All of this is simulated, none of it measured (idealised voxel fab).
Name of the process module below: voxel ribs on slabs
FYI the section here is cut, 295 nm wide, cells are 5 nm squares.
Cross-section layout: square cells on a grid; listed as bands, top to bottom; a band spans one or more cell rows. First you get the band's top height and its bottom height, in nm, and then the materials it's made of, left to right, with each width in nm. If you see a single material with "everywhere", that one covers the band edge to edge. "empty" is empty space. Basically, 0 is our baseline, since under it the wafer straight out of the box is all one material. The bottom band has no lower end and keeps on going down, so it looks like "0..down". So if you see something like "30..40" for the width, read it as the top row of the band sitting at the first number and the bottom row at the second, with every row in between moving by the same amount as the last. When a step is marked "all unchanged", none of the cells in the cross-section changed during that step. "Closed void roster" specifies each empty space that is not open to the top and that occupies no fewer than 8 cells, using the form width x height at distance, the distance measured from the left edge and all three quantities in nm. If you see something after the settings on a step's line, that's the simulator's own remark about that step. What "overlay nm" on a step's line means: if the step has a mask, that mask lay this far to the right of its planned place, or, when the value is negative, to the left.

-- Planned step list for the process
1 RECEIVE | material Si
2 DIRECTIONAL_DEP | material SiO2 | thk nm 30
3 DIRECTIONAL_DEP | material SiN | thk nm 25
4 DIRECTIONAL_DEP | material aC | thk nm 15
5 PATTERN | tone cover | mask id RIB | material resist | width nm 15 | thk nm 30 | overlay nm 0
6 DIRECTIONAL_ETCH | etch materials aC | depth nm 15
7 STRIP | etch materials resist
8 DIRECTIONAL_ETCH | etch materials SiN | depth nm 20
9 STRIP | etch materials aC
10 MASKED_ETCH | tone cover | mask id SLAB | width nm 55 | etch materials SiN | depth nm 5 | overlay nm 0
11 FILL_DEP | material SiO2 | thk nm 30
12 CMP | height nm 75
13 DIRECTIONAL_DEP | material W | thk nm 5
14 DIRECTIONAL_DEP | material aC | thk nm 15
15 PATTERN | tone cover | mask id HEATER | material resist | width nm 25 | thk nm 30 | overlay nm 0
16 DIRECTIONAL_ETCH | etch materials aC | depth nm 15
17 STRIP | etch materials resist
18 DIRECTIONAL_ETCH | etch materials W | depth nm 5
19 STRIP | etch materials aC
20 CONFORMAL_DEP | material SiN | thk nm 5

-- Incoming wafer, cross-sectional view, post step 1
> 0..down | Si everywhere
> Closed void roster: none

-- Result of the module, cross-sectioned: start per above, plan per above, one error in how it was run
> 85..80 | empty=120 / SiN=35 / empty=140
> 80..75 | SiN=125 / W=25 / SiN=145
> 75..55 | SiO2 everywhere
> 55..35 | SiO2=140 / SiN=15 / SiO2=140
> 35..30 | SiO2=120 / SiN=55 / SiO2=120
> 30..0 | SiO2 everywhere
> 0..down | Si everywhere
> Closed void roster: none
Deviation noted in wafer processing: off-plan run, step 15, actual operation and settings PATTERN | tone cover | mask id HEATER | material resist | width nm 25 | thk nm 30 | overlay nm -10
